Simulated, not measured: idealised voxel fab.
This section sets out a process module, namely voxel self aligned contacts.
The width of the displayed cross-section, cut, is 210 nm; its cells are square, with a size of 5 nm.
Format of a cross-section: grid, square cells. Given as bands. Order: top down. Band: one or more rows of cells. For a band, the entry starts with two heights in nm, that of the top and then that of the bottom, and carries on with the band's materials in order from left to right, each alongside its width in nm; the word "everywhere" beside a single material means it fills the band edge to edge, and "blank" means empty space. Heights are expressed relative to 0, this being the level below which the as-received wafer comprises one material exclusively. The lowest band is unbounded in the downward direction and is denoted as in "from 0 down". Read "30 to 40" as a graded width: first number on top, second number at the bottom, same change between each pair of neighbouring rows. Step marked "same as before"? Then no cell in the cross-section changed in it. Reported under the label "Enclosed internal cavities" are the empty spaces having no open way to the top and comprising 8 cells or more; the notation for each is width x height at distance, in which the distance is measured from the left edge and all three values are in nm. The remark found on a step's line after its settings is issued by the simulator itself and pertains to that step. For masked steps, "overlay nm" on the step line gives how far right of plan the mask actually lay; a minus sign means it lay to the left.

-- The steps planned for the process are as follows
- 1: RECEIVE, material Si
- 2: OXIDIZE, depth nm 5
- 3: DIRECTIONAL_DEP, material polySi, thk nm 20
- 4: DIRECTIONAL_DEP, material SiN, thk nm 15
- 5: MASKED_ETCH, tone cover, mask id GATE, width nm 35, pitch nm 65, etch materials SiN, depth nm 15, overlay nm 0
- 6: MASKED_ETCH, tone cover, mask id GATE, width nm 35, pitch nm 65, etch materials polySi, depth nm 20, overlay nm -15
- 7: CONFORMAL_DEP, material SiN, thk nm 5
- 8: DIRECTIONAL_ETCH, etch materials SiN, depth nm 5
- 9: FILL_DEP, material SiO2, thk nm 10
- 10: CMP, height nm 40
- 11: MASKED_ETCH, tone open, mask id CONTACT, width nm 50, etch materials SiO2, depth nm 45, overlay nm 0
- 12: CONFORMAL_DEP, material TiN, thk nm 5
- 13: FILL_DEP, material W, thk nm 10
- 14: CMP, height nm 40
- 15: CONFORMAL_DEP, material SiN, thk nm 5
The wafers in this document start out alike and differ in the overlay nm applied at step 6; the plan shows the value used for the first wafer.

-- The first of several wafers as received, shown in cross-section; this is its state after step 1
- from 0 down | Si everywhere
- Enclosed internal cavities: none

-- The first of several wafers, seen in cross-section after the module's last step, step 15
- from 45 to 40 | SiN everywhere
- from 40 to 35 | SiO2 80, then TiN 20, then W 10, then TiN 20, then SiO2 80
- from 35 to 25 | SiO2 50, then SiN 45, then TiN 5, then W 10, then TiN 5, then SiN 45, then SiO2 50
- from 25 to 20 | SiO2 50, then SiN 45, then TiN 20, then SiN 45, then SiO2 50
- from 20 to 0 | SiO2 35, then SiN 5, then polySi 50, then SiN 5, then TiN 5, then SiN 5, then polySi 50, then SiN 5, then SiO2 50
- from 0 to -5 | SiO2 95, then TiN 5, then SiO2 110
- from -5 down | Si everywhere
- Enclosed internal cavities: none

-- Cross-section, module end, final of several wafers
- from 45 to 40 | SiN everywhere
- from 40 to 35 | SiO2 80, then TiN 20, then W 10, then TiN 20, then SiO2 80
- from 35 to 25 | SiO2 50, then SiN 45, then TiN 5, then W 10, then TiN 5, then SiN 45, then SiO2 50
- from 25 to 20 | SiO2 50, then SiN 45, then TiN 20, then SiN 45, then SiO2 50
- from 20 to 0 | SiO2 50, then SiN 5, then polySi 50, then SiN 5, then TiN 5, then SiN 5, then polySi 50, then SiN 5, then SiO2 35
- from 0 to -5 | SiO2 110, then TiN 5, then SiO2 95
- from -5 down | Si everywhere
- Enclosed internal cavities: none

-- Where each wafer stands at the end of the module, a row apiece: cells of each material gained (+) or lost (-) since it was received, then closed voids
overlay nm -15; -42 Si; +112 SiN; +201 SiO2; +21 TiN; +6 W; +80 polySi; Enclosed internal cavities: none
overlay nm -10; -42 Si; +112 SiN; +204 SiO2; +26 TiN; +6 W; +72 polySi; Enclosed internal cavities: none
overlay nm -5; -42 Si; +112 SiN; +207 SiO2; +26 TiN; +11 W; +64 polySi; Enclosed internal cavities: none
overlay nm 0; -42 Si; +112 SiN; +210 SiO2; +26 TiN; +16 W; +56 polySi; Enclosed internal cavities: none
overlay nm 5; -42 Si; +112 SiN; +207 SiO2; +26 TiN; +11 W; +64 polySi; Enclosed internal cavities: none
overlay nm 10; -42 Si; +112 SiN; +204 SiO2; +26 TiN; +6 W; +72 polySi; Enclosed internal cavities: none
overlay nm 15; -42 Si; +112 SiN; +201 SiO2; +21 TiN; +6 W; +80 polySi; Enclosed internal cavities: none
